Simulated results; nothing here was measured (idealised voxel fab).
process module | voxel transistor to metal
cross-section cut | 185 nm wide | cells 5 nm
A cross-section is a grid of square cells, given in bands from the top down. A band is one or more rows of cells.
Each band's line starts with the height of the band's top and of its bottom, in nm. Then come its materials from left to right, each with its width in nm. One material with "throughout" fills the band from edge to edge. "air" is empty space.
Height 0 is the level under which the wafer as received is all one material. The lowest band goes on downwards, as in "0 down".
A width such as "30 to 40" changes by the same amount from each row of cells to the next, from the band's top row to its bottom row.
"no change" after a step means that no cell of the cross-section changed.
closed voids: empty space of 8 cells or more with no open way to the top, each as width x height at its distance from the left edge, in nm
after a step's settings: what the simulator itself notes on the step
overlay nm, on a step with a mask: how far to the right of its planned place the mask lay; to the left if negative
plan
1 op RECEIVE | material Si
2 op OXIDIZE | depth nm 5
3 op CONFORMAL_DEP | material SiN | thk nm 15
4 op MASKED_ETCH | tone cover | mask id ACTIVE | width nm 110 | etch materials SiN | depth nm 15 | overlay nm 0
5 op MASKED_ETCH | tone cover | mask id ACTIVE | width nm 110 | etch materials SiO2 | depth nm 5 | overlay nm 0
6 op MASKED_ETCH | tone cover | mask id ACTIVE | width nm 110 | etch materials Si | depth nm 30 | overlay nm 0
7 op FILL_DEP | material SiO2 | thk nm 10
8 op CMP | height nm 15
9 op SELECTIVE_ETCH | etch materials SiO2 | depth nm 5
10 op STRIP | etch materials SiN
11 op SELECTIVE_ETCH | etch materials SiO2 | depth nm 5
12 op OXIDIZE | depth nm 5
13 op DIRECTIONAL_DEP | material polySi | thk nm 20
14 op DIRECTIONAL_DEP | material SiCN | thk nm 15
15 op MASKED_ETCH | tone cover | mask id GATE | width nm 20 | etch materials SiCN | depth nm 25 | overlay nm 0
16 op MASKED_ETCH | tone cover | mask id GATE | width nm 20 | etch materials polySi | depth nm 30 | overlay nm 0
17 op CONFORMAL_DEP | material SiN | thk nm 10
18 op DIRECTIONAL_ETCH | etch materials SiN | depth nm 10
19 op DIRECTIONAL_ETCH | etch materials SiO2 | depth nm 5
20 op DIRECTIONAL_ETCH | etch materials Si | depth nm 5
21 op EPI | material nSi | thk nm 5
22 op FILL_DEP | material SiO2 | thk nm 5
23 op CMP | height nm 30
24 op DIRECTIONAL_DEP | material SiO2 | thk nm 15
25 op DIRECTIONAL_DEP | material aC | thk nm 10
26 op PATTERN | tone open | mask id CONTACT | material resist | width nm 20 | pitch nm 80 | thk nm 30 | overlay nm 0
27 op DIRECTIONAL_ETCH | etch materials aC | depth nm 10
28 op STRIP | etch materials resist
29 op DIRECTIONAL_ETCH | etch materials SiO2 | depth nm 55
30 op STRIP | etch materials aC
31 op CONFORMAL_DEP | material TiN | thk nm 5
32 op FILL_DEP | material Ru | thk nm 10
33 op CMP | height nm 45
34 op CONFORMAL_DEP | material SiN | thk nm 5
35 op DIRECTIONAL_DEP | material SiO2 | thk nm 15
36 op MASKED_ETCH | tone open | mask id METAL_1 | width nm 20 | pitch nm 80 | etch materials SiO2 | depth nm 15 | overlay nm 0
37 op MASKED_ETCH | tone open | mask id METAL_1 | width nm 20 | pitch nm 80 | etch materials SiN | depth nm 5 | overlay nm 0
38 op CONFORMAL_DEP | material TiN | thk nm 5
39 op FILL_DEP | material Cu | thk nm 5
40 op CMP | height nm 65
41 op EPI | material Ru | thk nm 5
42 op FILL_DEP | material SiCN | thk nm 5
43 op DIRECTIONAL_DEP | material lowk | thk nm 30
44 op MASKED_ETCH | tone open | mask id METAL_2 | width nm 20 | pitch nm 80 | etch materials lowk | depth nm 15 | overlay nm 0
45 op PATTERN | tone open | mask id METAL_2_HOLES | material resist | width nm 15 | pitch nm 80 | thk nm 15 | overlay nm 0
46 op DIRECTIONAL_ETCH | etch materials lowk | depth nm 15
47 op DIRECTIONAL_ETCH | etch materials SiCN | depth nm 5
48 op STRIP | etch materials resist
49 op CONFORMAL_DEP | material TiN | thk nm 5
50 op FILL_DEP | material Cu | thk nm 10
51 op CMP | height nm 105
52 op CONFORMAL_DEP | material SiCN | thk nm 5
as received, after step 1
  0 down: Si throughout
  closed voids: none
a wafer at the end: this start, this plan, one mistake
  110 to 105: SiCN throughout
  105 to 95: Cu throughout
  95 to 90: TiN 45 | Cu 10 | TiN 70 | Cu 10 | TiN 50
  90 to 80: lowk 40 | TiN 5 | Cu 10 | TiN 5 | lowk 60 | TiN 5 | Cu 10 | TiN 5 | lowk 45
  80 to 75: lowk 40 | TiN 5 | Cu 5 | TiN 10 | lowk 60 | TiN 5 | Cu 5 | TiN 10 | lowk 45
  75 to 70: SiCN 40 | TiN 15 | SiCN 65 | TiN 15 | SiCN 50
  70 to 65: SiCN 35 | Ru 30 | SiCN 50 | Ru 30 | SiCN 40
  65 to 50: SiO2 40 | TiN 5 | Cu 10 | TiN 5 | SiO2 60 | TiN 5 | Cu 10 | TiN 5 | SiO2 45
  50 to 45: SiN 40 | TiN 20 | SiN 60 | TiN 20 | SiN 45
  45 to 30: SiO2 40 | TiN 5 | Ru 10 | TiN 5 | SiO2 60 | TiN 5 | Ru 10 | TiN 5 | SiO2 45
  30 to 15: SiO2 40 | TiN 5 | Ru 10 | TiN 5 | SiO2 10 | SiN 10 | SiCN 20 | SiN 10 | SiO2 10 | TiN 5 | Ru 10 | TiN 5 | SiO2 45
  15 to 5: SiO2 40 | TiN 5 | Ru 10 | TiN 5 | SiO2 10 | SiN 10 | polySi 20 | SiN 10 | SiO2 10 | TiN 5 | Ru 10 | TiN 5 | SiO2 45
  5 to -5: SiO2 30 | SiN 10 | TiN 5 to 10 | Ru 10 to 5 | TiN 5 | SiO2 10 | SiN 10 | polySi 20 | SiN 10 | SiO2 10 | TiN 5 | Ru 10 to 5 | TiN 5 to 10 | SiN 10 | SiO2 35
  -5 to -10: SiO2 40 | nSi 5 | TiN 15 | SiO2 5 | nSi 5 | SiO2 40 | nSi 5 | SiO2 5 | TiN 15 | nSi 5 | SiO2 45
  -10 to -15: SiO2 35 | Si 5 | nSi 30 | Si 40 | nSi 30 | Si 5 | SiO2 40
  -15 to -35: SiO2 35 | Si 110 | SiO2 40
  -35 down: Si throughout
  closed voids: none
what went wrong: steps 45 and 46 were swapped
